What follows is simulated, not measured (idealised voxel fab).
Presented below is a process module, voxel released beams.
205 nm wide, 5 nm square cells: that's cross-section cut.
Reading order for cross-sections: top band down to bottom band. Underlying form: a grid of square cells. Band size: one or more rows of cells. Band entry format. Leading values: height of top, height of bottom, nm. Remainder: materials in left-to-right order, each with its width in nm. Special words: "everywhere" on a single material, which then fills the band edge to edge; "blank", empty space. Note: height 0 marks the level under which the wafer is uniformly one material as received. Lowest band unbounded below, written "0 and below". A width given as "30..40" starts at the first number in the band's top row and ends at the second number in its bottom row, shifting by an equal amount at every step from row to row. "nothing altered" after a step means that no cell of the cross-section changed. Enclosed voids (no open way to top), threshold 8 cells or more, entry "Closed voids list", notation width x height at distance, distance from left edge, nm. If you see something after the settings on a step's line, that's the simulator's own remark about that step. overlay nm: where the mask lay relative to plan, measured to the right, on steps with a mask; negatives go left.
## plan
step 1: RECEIVE [material Si]
step 2: CONFORMAL_DEP [material Al2O3] [thk nm 10]
step 3: DIRECTIONAL_DEP [material SiO2] [thk nm 15]
step 4: PATTERN [tone open] [mask id ANCHOR] [material resist] [width nm 35] [thk nm 20] [overlay nm 0]
step 5: DIRECTIONAL_ETCH [etch materials SiO2] [depth nm 15]
step 6: STRIP [etch materials resist]
step 7: CONFORMAL_DEP [material polySi] [thk nm 10]
step 8: DIRECTIONAL_DEP [material aC] [thk nm 5]
step 9: PATTERN [tone cover] [mask id BEAM] [material resist] [width nm 100] [thk nm 30] [overlay nm 0]
step 10: DIRECTIONAL_ETCH [etch materials aC] [depth nm 10]
step 11: STRIP [etch materials resist]
step 12: DIRECTIONAL_ETCH [etch materials polySi] [depth nm 10]
step 13: STRIP [etch materials aC]
step 14: STRIP [etch materials SiO2]
Wafers differ in thk nm at step 8; plan lists the first wafer's value; identical starting state.
## Cross-section: the first of several wafers in its as-received state, i.e. following step 1
> 0 and below | Si everywhere
> Closed voids list: none
## At the end of the module, after its last step, step 14, the first of several wafers appears in cross-section as follows
> 35 down to 25 | blank (50)  polySi (15)  blank (15)  polySi (70)  blank (55)
> 25 down to 20 | blank (55)  polySi (10)  blank (15)  polySi (10)  blank (115)
> 20 down to 10 | blank (55)  polySi (35)  blank (115)
> 10 down to 0 | Al2O3 everywhere
> 0 and below | Si everywhere
> Closed voids list: none
## A cross-section through the last wafer at the close of the module
> 35 down to 25 | polySi (65)  blank (15)  polySi (125)
> 25 down to 20 | SiO2 (55)  polySi (10)  blank (15)  polySi (10)  SiO2 (115)
> 20 down to 10 | SiO2 (55)  polySi (35)  SiO2 (115)
> 10 down to 0 | Al2O3 everywhere
> 0 and below | Si everywhere
> Closed voids list: none
## Here is how to read the rows: every wafer has a row, and it shows the wafer at the end of the module, giving for each material how many cells were gained (+) or lost (-) since the wafer was received, then listing its closed voids
thk nm 5; +82 Al2O3; +52 polySi; Closed voids list: none
thk nm 10; +82 Al2O3; +52 polySi; Closed voids list: none
thk nm 15; +82 Al2O3; +102 SiO2; +94 polySi; Closed voids list: none
thk nm 20; +82 Al2O3; +102 SiO2; +94 polySi; Closed voids list: none
thk nm 25; +82 Al2O3; +102 SiO2; +94 polySi; Closed voids list: none
